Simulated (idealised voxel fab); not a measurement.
Process module under the name voxel lift off
Each square cell in cross-section cut measures 5 nm, and the section as a whole is 140 nm wide.
Throughout this document, each cross-section is represented as a grid of square cells and is presented as a sequence of bands enumerated from the top downward, where a band comprises one or more rows of cells. Basically the band line says how high the top is and how high the bottom is, in nm, and then what's in it from left to right, every material with its width in nm. Empty space shows up as "air", and if a single material carries "edge to edge" it runs the full band edge to edge. Heights are expressed relative to 0, this being the level below which the as-received wafer comprises one material exclusively. The lowest band is unbounded in the downward direction and is denoted as in "top 0, no bottom". The two numbers in a width such as "30 to 40" mark its ends across the band: the first belongs to the top row of cells, the second to the bottom row, and from each row to the next the width moves by the same amount. When a step is marked "nothing changed", none of the cells in the cross-section changed during that step. "Cavities, sealed": empty spaces of 8 cells or more with no open way to the top, each given as width x height at distance, distance from the left edge, all in nm. On each step's line, the part that comes after the settings is the simulator's own comment on the step. overlay nm, on a step with a mask: how far to the right of its planned place the mask lay; to the left if negative.

## This section lists the process steps that were planned
1) RECEIVE | material Si
2) CONFORMAL_DEP | material Al2O3 | thk nm 10
3) PATTERN | tone open | mask id LINES | material resist | width nm 20 | pitch nm 35 | thk nm 25 | overlay nm 0
4) DIRECTIONAL_DEP | material Ru | thk nm 10
5) STRIP | etch materials resist
6) CONFORMAL_DEP | material SiCN | thk nm 10

## The following pertains to the first of two wafers, which was processed as planned

## Cross-section of the wafer at receipt, which is the condition after step 1
> top 0, no bottom  Si edge to edge
> Cavities, sealed: none

## The following cross-section depicts the wafer upon completion of step 2
> top 10, bottom 0  Al2O3 edge to edge
> Rest of section, below 0: as before.

## The following cross-section depicts the wafer upon completion of step 3
> top 35, bottom 10  40 nm resist; 20 nm air; 15 nm resist; 20 nm air; 45 nm resist
> Rest of section, below 10: as before.

## The following cross-section depicts the wafer upon completion of step 4
> top 45, bottom 35  40 nm Ru; 20 nm air; 15 nm Ru; 20 nm air; 45 nm Ru
> top 35, bottom 20  40 nm resist; 20 nm air; 15 nm resist; 20 nm air; 45 nm resist
> top 20, bottom 10  40 nm resist; 20 nm Ru; 15 nm resist; 20 nm Ru; 45 nm resist
> Rest of section, below 10: as before.

## The following cross-section depicts the wafer upon completion of step 5
> top 20, bottom 10  40 nm air; 20 nm Ru; 15 nm air; 20 nm Ru; 45 nm air
> Rest of section, below 10: as before.

## The following cross-section depicts the wafer upon completion of step 6
> top 30, bottom 20  30 nm air; 75 nm SiCN; 35 nm air
> top 20, bottom 10  40 nm SiCN; 20 nm Ru; 15 nm SiCN; 20 nm Ru; 45 nm SiCN
> Rest of section, below 10: as before.

## Second wafer - shared start and plan with the first - one error in running - same as the first up to step 5 inclusive

X-section, second wafer, when step 6 was due to finish: nothing changed
Processing error: step 6 of the plan: omitted, not performed
at the end the second wafer has, in cells: -70 SiCN
